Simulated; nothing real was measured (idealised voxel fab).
process module | voxel trench capacitor
cross-section cut | 275 nm wide | cells 5 nm
A cross-section is a grid of square cells, given in bands from the top down. A band is one or more rows of cells.
Each band's line starts with the height of the band's top and of its bottom, in nm. Then come its materials from left to right, each with its width in nm. One material with "throughout" fills the band from edge to edge. "air" is empty space.
Height 0 is the level under which the wafer as received is all one material. The lowest band goes on downwards, as in "0 down".
A width such as "30 to 40" changes by the same amount from each row of cells to the next, from the band's top row to its bottom row.
"no change" after a step means that no cell of the cross-section changed.
closed voids: empty space of 8 cells or more with no open way to the top, each as width x height at its distance from the left edge, in nm
after a step's settings: what the simulator itself notes on the step
overlay nm, on a step with a mask: how far to the right of its planned place the mask lay; to the left if negative
plan
1 op RECEIVE | material Si
2 op CONFORMAL_DEP | material SiN | thk nm 5
3 op MASKED_ETCH | tone open | mask id TRENCH | width nm 20 | pitch nm 35 | etch materials SiN | depth nm 5 | overlay nm 0
4 op MASKED_ETCH | tone open | mask id TRENCH | width nm 20 | pitch nm 35 | etch materials Si | depth nm 40 | overlay nm 0
5 op CONFORMAL_DEP | material Al2O3 | thk nm 5
6 op FILL_DEP | material polySi | thk nm 5
7 op CMP | height nm 5
first wafer, as planned
as received, after step 1
  0 down: Si throughout
  closed voids: none
after step 2
  5 to 0: SiN throughout
  below 0: unchanged
after step 3
  5 to 0: SiN 75 | air 20 | SiN 15 | air 20 | SiN 15 | air 20 | SiN 15 | air 20 | SiN 75
  below 0: unchanged
after step 4
  5 to 0: SiN 75 | air 20 | SiN 15 | air 20 | SiN 15 | air 20 | SiN 15 | air 20 | SiN 75
  0 to -40: Si 75 | air 20 | Si 15 | air 20 | Si 15 | air 20 | Si 15 | air 20 | Si 75
  below -40: unchanged
after step 5
  10 to 5: Al2O3 80 | air 10 | Al2O3 25 | air 10 | Al2O3 25 | air 10 | Al2O3 25 | air 10 | Al2O3 80
  5 to 0: SiN 75 | Al2O3 5 | air 10 | Al2O3 5 | SiN 15 | Al2O3 5 | air 10 | Al2O3 5 | SiN 15 | Al2O3 5 | air 10 | Al2O3 5 | SiN 15 | Al2O3 5 | air 10 | Al2O3 5 | SiN 75
  0 to -35: Si 75 | Al2O3 5 | air 10 | Al2O3 5 | Si 15 | Al2O3 5 | air 10 | Al2O3 5 | Si 15 | Al2O3 5 | air 10 | Al2O3 5 | Si 15 | Al2O3 5 | air 10 | Al2O3 5 | Si 75
  -35 to -40: Si 75 | Al2O3 20 | Si 15 | Al2O3 20 | Si 15 | Al2O3 20 | Si 15 | Al2O3 20 | Si 75
  below -40: unchanged
after step 6
  15 to 10: polySi throughout
  10 to 5: Al2O3 80 | polySi 10 | Al2O3 25 | polySi 10 | Al2O3 25 | polySi 10 | Al2O3 25 | polySi 10 | Al2O3 80
  5 to 0: SiN 75 | Al2O3 5 | polySi 10 | Al2O3 5 | SiN 15 | Al2O3 5 | polySi 10 | Al2O3 5 | SiN 15 | Al2O3 5 | polySi 10 | Al2O3 5 | SiN 15 | Al2O3 5 | polySi 10 | Al2O3 5 | SiN 75
  0 to -35: Si 75 | Al2O3 5 | polySi 10 | Al2O3 5 | Si 15 | Al2O3 5 | polySi 10 | Al2O3 5 | Si 15 | Al2O3 5 | polySi 10 | Al2O3 5 | Si 15 | Al2O3 5 | polySi 10 | Al2O3 5 | Si 75
  below -35: unchanged
after step 7
  5 to 0: SiN 75 | Al2O3 5 | polySi 10 | Al2O3 5 | SiN 15 | Al2O3 5 | polySi 10 | Al2O3 5 | SiN 15 | Al2O3 5 | polySi 10 | Al2O3 5 | SiN 15 | Al2O3 5 | polySi 10 | Al2O3 5 | SiN 75
  below 0: unchanged
second wafer: like start, like plan, one mistake. Through step 5 it matches the first wafer
when step 6 should have ended
  15 to 10: SiN throughout
  10 to 5: Al2O3 80 | SiN 10 | Al2O3 25 | SiN 10 | Al2O3 25 | SiN 10 | Al2O3 25 | SiN 10 | Al2O3 80
  5 to 0: SiN 75 | Al2O3 5 | SiN 10 | Al2O3 5 | SiN 15 | Al2O3 5 | SiN 10 | Al2O3 5 | SiN 15 | Al2O3 5 | SiN 10 | Al2O3 5 | SiN 15 | Al2O3 5 | SiN 10 | Al2O3 5 | SiN 75
  0 to -35: Si 75 | Al2O3 5 | SiN 10 | Al2O3 5 | Si 15 | Al2O3 5 | SiN 10 | Al2O3 5 | Si 15 | Al2O3 5 | SiN 10 | Al2O3 5 | Si 15 | Al2O3 5 | SiN 10 | Al2O3 5 | Si 75
  below -35: unchanged
when step 7 should have ended
  5 to 0: SiN 75 | Al2O3 5 | SiN 10 | Al2O3 5 | SiN 15 | Al2O3 5 | SiN 10 | Al2O3 5 | SiN 15 | Al2O3 5 | SiN 10 | Al2O3 5 | SiN 15 | Al2O3 5 | SiN 10 | Al2O3 5 | SiN 75
  below 0: unchanged
what went wrong: step 6 ran as: op FILL_DEP | material SiN | thk nm 5
at the end the second wafer has, in cells: 64 more of SiN | 64 fewer of polySi
